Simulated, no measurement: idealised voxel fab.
process module | voxel self aligned vias
cross-section cut | 210 nm wide | cells 5 nm
A cross-section is a grid of square cells, given in bands from the top down. A band is one or more rows of cells.
Each band's line starts with the height of the band's top and of its bottom, in nm. Then come its materials from left to right, each with its width in nm. One material with "throughout" fills the band from edge to edge. "air" is empty space.
Height 0 is the level under which the wafer as received is all one material. The lowest band goes on downwards, as in "0 down".
A width such as "30 to 40" changes by the same amount from each row of cells to the next, from the band's top row to its bottom row.
"no change" after a step means that no cell of the cross-section changed.
closed voids: empty space of 8 cells or more with no open way to the top, each as width x height at its distance from the left edge, in nm
after a step's settings: what the simulator itself notes on the step
overlay nm, on a step with a mask: how far to the right of its planned place the mask lay; to the left if negative
plan
1 op RECEIVE | material Si
2 op CONFORMAL_DEP | material SiO2 | thk nm 15
3 op CONFORMAL_DEP | material SiCN | thk nm 5
4 op DIRECTIONAL_DEP | material SiO2 | thk nm 25
5 op PATTERN | tone open | mask id LINES | material resist | width nm 20 | pitch nm 60 | thk nm 15 | overlay nm 0
6 op DIRECTIONAL_ETCH | etch materials SiO2 | depth nm 25
7 op STRIP | etch materials resist
8 op CONFORMAL_DEP | material TiN | thk nm 5
9 op FILL_DEP | material Ru | thk nm 5
10 op CMP | height nm 45
11 op SELECTIVE_ETCH | etch materials W Ru TiN | depth nm 10
12 op FILL_DEP | material SiN | thk nm 5
13 op CMP | height nm 45
14 op DIRECTIONAL_DEP | material SiO2 | thk nm 20
15 op DIRECTIONAL_DEP | material aC | thk nm 10
16 op PATTERN | tone open | mask id VIAS | material resist | width nm 30 | thk nm 30 | overlay nm 0
17 op DIRECTIONAL_ETCH | etch materials aC | depth nm 10
18 op STRIP | etch materials resist
19 op DIRECTIONAL_ETCH | etch materials SiO2 | depth nm 20
20 op DIRECTIONAL_ETCH | etch materials SiN | depth nm 10
21 op STRIP | etch materials aC
22 op CONFORMAL_DEP | material TiN | thk nm 5
23 op FILL_DEP | material Cu | thk nm 5
24 op CMP | height nm 65
25 op CONFORMAL_DEP | material SiCN | thk nm 5
as received, after step 1
  0 down: Si throughout
  closed voids: none
a wafer at the end: this start, this plan, one mistake
  70 to 65: SiCN throughout
  65 to 45: SiO2 60 | TiN 5 | Cu 20 | TiN 5 | SiO2 120
  45 to 40: SiO2 60 | TiN 5 | Cu 20 | TiN 5 | SiO2 30 | SiN 30 | SiO2 60
  40 to 35: SiO2 60 | TiN 30 | SiO2 30 | SiN 30 | SiO2 60
  35 to 25: SiO2 60 | TiN 5 | Ru 20 | TiN 5 | SiO2 30 | TiN 5 | Ru 20 | TiN 5 | SiO2 60
  25 to 20: SiO2 60 | TiN 30 | SiO2 30 | TiN 30 | SiO2 60
  20 to 15: SiCN throughout
  15 to 0: SiO2 throughout
  0 down: Si throughout
  closed voids: none
what went wrong: step 5 ran as: op PATTERN | tone open | mask id LINES | material resist | width nm 30 | pitch nm 60 | thk nm 15 | overlay nm 0
